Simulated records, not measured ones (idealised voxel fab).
Title: Process Module voxel tone inversion
185 nm wide, 5 nm square cells: that's cross-section cut.
Square cells in a grid make up a cross-section in this document, and the grid is given as bands, listed from the top down, each one or more rows of cells.
It is stipulated that each band's entry specify, in nanometres, the height of the top of the band and then that of its bottom, followed by the materials of the band in left-to-right sequence, each together with its width in nanometres. A single material marked by the word "all across" is understood to fill the band from edge to edge; the word "blank" is understood to denote empty space.
Note: height 0 marks the level under which the wafer is uniformly one material as received. Lowest band unbounded below, written "0..down".
You'd read "30->40" like this: the band's top row of cells is as wide as the first number, its bottom row is as wide as the second, and going down, every row changes width by the same amount as the row before did.
"all unchanged" (step): cross-section cells unchanged, all of them.
This entry, "Enclosed void entries", enumerates those empty regions of no fewer than 8 cells that possess no open connection to the top. Each region is reported in the form width x height at distance, the distance being taken from the left edge, with all three quantities expressed in nm.
If you see something after the settings on a step's line, that's the simulator's own remark about that step.
overlay nm: mask right of planned place by this much (step with mask). Neg. = left.
**Intended process steps**
1: RECEIVE: material Si
2: CONFORMAL_DEP: material SiCN, thk nm 10
3: DIRECTIONAL_DEP: material aC, thk nm 15
4: PATTERN: tone cover, mask id POSTS, material resist, width nm 20, pitch nm 50, thk nm 20, overlay nm 0
5: DIRECTIONAL_ETCH: etch materials aC, depth nm 15
6: STRIP: etch materials resist
7: FILL_DEP: material lowk, thk nm 10
8: CMP: height nm 25
9: STRIP: etch materials aC
10: CONFORMAL_DEP: material TiN, thk nm 5
11: FILL_DEP: material W, thk nm 5
12: CMP: height nm 25
13: CONFORMAL_DEP: material SiCN, thk nm 5
**Account of the first of two wafers, which was processed as intended**
**Cross-section of the incoming wafer, state after step 1**
0..down = Si all across
Enclosed void entries: none
**Take a look at the wafer's cross-section after step 2**
10..0 = SiCN all across
Below 0, no change.
**Take a look at the wafer's cross-section after step 3**
25..10 = aC all across
Below 10, no change.
**Take a look at the wafer's cross-section after step 4**
45..25 = blank=55, resist=20, blank=30, resist=20, blank=60
Below 25, no change.
**Take a look at the wafer's cross-section after step 5**
30..25 = blank=55, resist=20, blank=30, resist=20, blank=60
25..10 = blank=55, aC=20, blank=30, aC=20, blank=60
Below 10, no change.
**Take a look at the wafer's cross-section after step 6**
25..10 = blank=55, aC=20, blank=30, aC=20, blank=60
Below 10, no change.
**Take a look at the wafer's cross-section after step 7**
35..25 = lowk all across
25..10 = lowk=55, aC=20, lowk=30, aC=20, lowk=60
Below 10, no change.
**Take a look at the wafer's cross-section after step 8**
25..10 = lowk=55, aC=20, lowk=30, aC=20, lowk=60
Below 10, no change.
**Take a look at the wafer's cross-section after step 9**
25..10 = lowk=55, blank=20, lowk=30, blank=20, lowk=60
Below 10, no change.
**Take a look at the wafer's cross-section after step 10**
30..25 = TiN=60, blank=10, TiN=40, blank=10, TiN=65
25..15 = lowk=55, TiN=5, blank=10, TiN=5, lowk=30, TiN=5, blank=10, TiN=5, lowk=60
15..10 = lowk=55, TiN=20, lowk=30, TiN=20, lowk=60
Below 10, no change.
**Take a look at the wafer's cross-section after step 11**
35..30 = W all across
30..25 = TiN=60, W=10, TiN=40, W=10, TiN=65
25..15 = lowk=55, TiN=5, W=10, TiN=5, lowk=30, TiN=5, W=10, TiN=5, lowk=60
Below 15, no change.
**Take a look at the wafer's cross-section after step 12**
25..15 = lowk=55, TiN=5, W=10, TiN=5, lowk=30, TiN=5, W=10, TiN=5, lowk=60
Below 15, no change.
**Take a look at the wafer's cross-section after step 13**
30..25 = SiCN all across
Below 25, no change.
**What follows concerns the second wafer, which started out like the first and was meant to follow the very same plan; one mistake crept in when it was run, but everything up to and including step 3 is the same as for the first wafer**
**Cross-section of the second wafer corresponding to the planned conclusion of step 4**
45..25 = blank=65, resist=20, blank=30, resist=20, blank=50
Below 25, no change.
**Cross-section of the second wafer corresponding to the planned conclusion of step 5**
30..25 = blank=65, resist=20, blank=30, resist=20, blank=50
25..10 = blank=65, aC=20, blank=30, aC=20, blank=50
Below 10, no change.
**Cross-section of the second wafer corresponding to the planned conclusion of step 6**
25..10 = blank=65, aC=20, blank=30, aC=20, blank=50
Below 10, no change.
**Cross-section of the second wafer corresponding to the planned conclusion of step 7**
35..25 = lowk all across
25..10 = lowk=65, aC=20, lowk=30, aC=20, lowk=50
Below 10, no change.
**Cross-section of the second wafer corresponding to the planned conclusion of step 8**
25..10 = lowk=65, aC=20, lowk=30, aC=20, lowk=50
Below 10, no change.
**Cross-section of the second wafer corresponding to the planned conclusion of step 9**
25..10 = lowk=65, blank=20, lowk=30, blank=20, lowk=50
Below 10, no change.
**Cross-section of the second wafer corresponding to the planned conclusion of step 10**
30..25 = TiN=70, blank=10, TiN=40, blank=10, TiN=55
25..15 = lowk=65, TiN=5, blank=10, TiN=5, lowk=30, TiN=5, blank=10, TiN=5, lowk=50
15..10 = lowk=65, TiN=20, lowk=30, TiN=20, lowk=50
Below 10, no change.
**Cross-section of the second wafer corresponding to the planned conclusion of step 11**
35..30 = W all across
30..25 = TiN=70, W=10, TiN=40, W=10, TiN=55
25..15 = lowk=65, TiN=5, W=10, TiN=5, lowk=30, TiN=5, W=10, TiN=5, lowk=50
Below 15, no change.
**Cross-section of the second wafer corresponding to the planned conclusion of step 12**
25..15 = lowk=65, TiN=5, W=10, TiN=5, lowk=30, TiN=5, W=10, TiN=5, lowk=50
Below 15, no change.
**Cross-section of the second wafer corresponding to the planned conclusion of step 13**
30..25 = SiCN all across
Below 25, no change.
Short version of what went wrong: heads up, step 4 didn't go per plan, it actually ran as PATTERN: tone cover, mask id POSTS, material resist, width nm 20, pitch nm 50, thk nm 20, overlay nm 10
In the final comparison it is observed that the number of cells assigned to each material is identical for the two wafers, whereas their placement is not.
